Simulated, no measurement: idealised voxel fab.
process module | voxel capacitor over wiring
cross-section cut | 180 nm wide | cells 5 nm
A cross-section is a grid of square cells, given in bands from the top down. A band is one or more rows of cells.
Each band's line starts with the height of the band's top and of its bottom, in nm. Then come its materials from left to right, each with its width in nm. One material with "throughout" fills the band from edge to edge. "air" is empty space.
Height 0 is the level under which the wafer as received is all one material. The lowest band goes on downwards, as in "0 down".
A width such as "30 to 40" changes by the same amount from each row of cells to the next, from the band's top row to its bottom row.
"no change" after a step means that no cell of the cross-section changed.
closed voids: empty space of 8 cells or more with no open way to the top, each as width x height at its distance from the left edge, in nm
after a step's settings: what the simulator itself notes on the step
overlay nm, on a step with a mask: how far to the right of its planned place the mask lay; to the left if negative
plan
1 op RECEIVE | material Si
2 op CONFORMAL_DEP | material SiO2 | thk nm 15
3 op CONFORMAL_DEP | material SiCN | thk nm 5
4 op DIRECTIONAL_DEP | material SiO2 | thk nm 25
5 op MASKED_ETCH | tone open | mask id METAL_1 | width nm 25 | pitch nm 75 | etch materials SiO2 | depth nm 25 | overlay nm 0
6 op MASKED_ETCH | tone open | mask id METAL_1 | width nm 25 | pitch nm 75 | etch materials SiCN | depth nm 5 | overlay nm 0
7 op CONFORMAL_DEP | material TiN | thk nm 5
8 op FILL_DEP | material W | thk nm 10
9 op CMP | height nm 45
10 op CONFORMAL_DEP | material SiCN | thk nm 5
11 op DIRECTIONAL_DEP | material SiO2 | thk nm 20
12 op MASKED_ETCH | tone open | mask id PLUG_1 | width nm 15 | etch materials SiO2 | depth nm 20 | overlay nm 0
13 op MASKED_ETCH | tone open | mask id PLUG_1 | width nm 15 | etch materials SiCN | depth nm 5 | overlay nm 0
14 op EPI | material Ru | thk nm 10
15 op EPI | material Ru | thk nm 10
16 op EPI | material Ru | thk nm 5
17 op DIRECTIONAL_DEP | material TiN | thk nm 10
18 op DIRECTIONAL_DEP | material SiN | thk nm 5
19 op DIRECTIONAL_DEP | material TiN | thk nm 10
20 op MASKED_ETCH | tone cover | mask id UPPER_PLATE | width nm 55 | etch materials TiN | depth nm 10 | overlay nm 0
21 op MASKED_ETCH | tone cover | mask id UPPER_PLATE | width nm 55 | etch materials SiN | depth nm 5 | overlay nm 0
22 op PATTERN | tone cover | mask id LOWER_PLATE | material resist | width nm 65 | thk nm 20 | overlay nm 0
23 op DIRECTIONAL_ETCH | etch materials TiN | depth nm 10
24 op STRIP | etch materials resist
25 op FILL_DEP | material SiO2 | thk nm 15
26 op CMP | height nm 105
27 op MASKED_ETCH | tone open | mask id PLUG_2 | width nm 15 | etch materials SiO2 | depth nm 10 | overlay nm 0
28 op CONFORMAL_DEP | material TiN | thk nm 5
29 op FILL_DEP | material Cu | thk nm 10
30 op CMP | height nm 105
31 op CONFORMAL_DEP | material SiN | thk nm 5
as received, after step 1
  0 down: Si throughout
  closed voids: none
first wafer at the end, as planned
  110 to 105: SiN throughout
  105 to 100: SiO2 60 | TiN 5 | Cu 5 | TiN 5 | SiO2 105
  100 to 95: SiO2 60 | TiN 15 | SiO2 105
  95 to 85: SiO2 50 | TiN 55 | SiO2 75
  85 to 80: SiO2 50 | SiN 55 | SiO2 75
  80 to 70: SiO2 45 | TiN 65 | SiO2 70
  70 to 50: SiO2 50 | Ru 15 | SiO2 115
  50 to 45: SiCN 50 | Ru 15 | SiCN 115
  45 to 20: SiO2 40 | TiN 5 | W 15 | TiN 5 | SiO2 50 | TiN 5 | W 15 | TiN 5 | SiO2 40
  20 to 15: SiCN 40 | TiN 25 | SiCN 50 | TiN 25 | SiCN 40
  15 to 0: SiO2 throughout
  0 down: Si throughout
  closed voids: none
second wafer at the end: like start, like plan, one mistake
  110 to 105: SiN throughout
  105 to 100: SiO2 60 | TiN 5 | Cu 5 | TiN 5 | SiO2 105
  100 to 95: SiO2 60 | TiN 15 | SiO2 105
  95 to 85: SiO2 50 | TiN 55 | SiO2 75
  85 to 80: SiO2 50 | SiN 55 | SiO2 75
  80 to 70: SiO2 45 | TiN 65 | SiO2 70
  70 to 50: SiO2 50 | Ru 15 | SiO2 115
  50 to 45: SiCN 50 | Ru 15 | SiCN 115
  45 to 40: TiN 45 | W 15 | TiN 60 | W 15 | TiN 45
  40 to 15: SiO2 40 | TiN 5 | W 15 | TiN 5 | SiO2 50 | TiN 5 | W 15 | TiN 5 | SiO2 40
  15 to 10: SiCN 40 | TiN 25 | SiCN 50 | TiN 25 | SiCN 40
  10 to 0: SiO2 throughout
  0 down: Si throughout
  closed voids: none
what went wrong: step 2 ran as: op CONFORMAL_DEP | material SiO2 | thk nm 10
at the end the second wafer has, in cells: 36 fewer of SiO2 | 30 more of TiN | 6 more of W
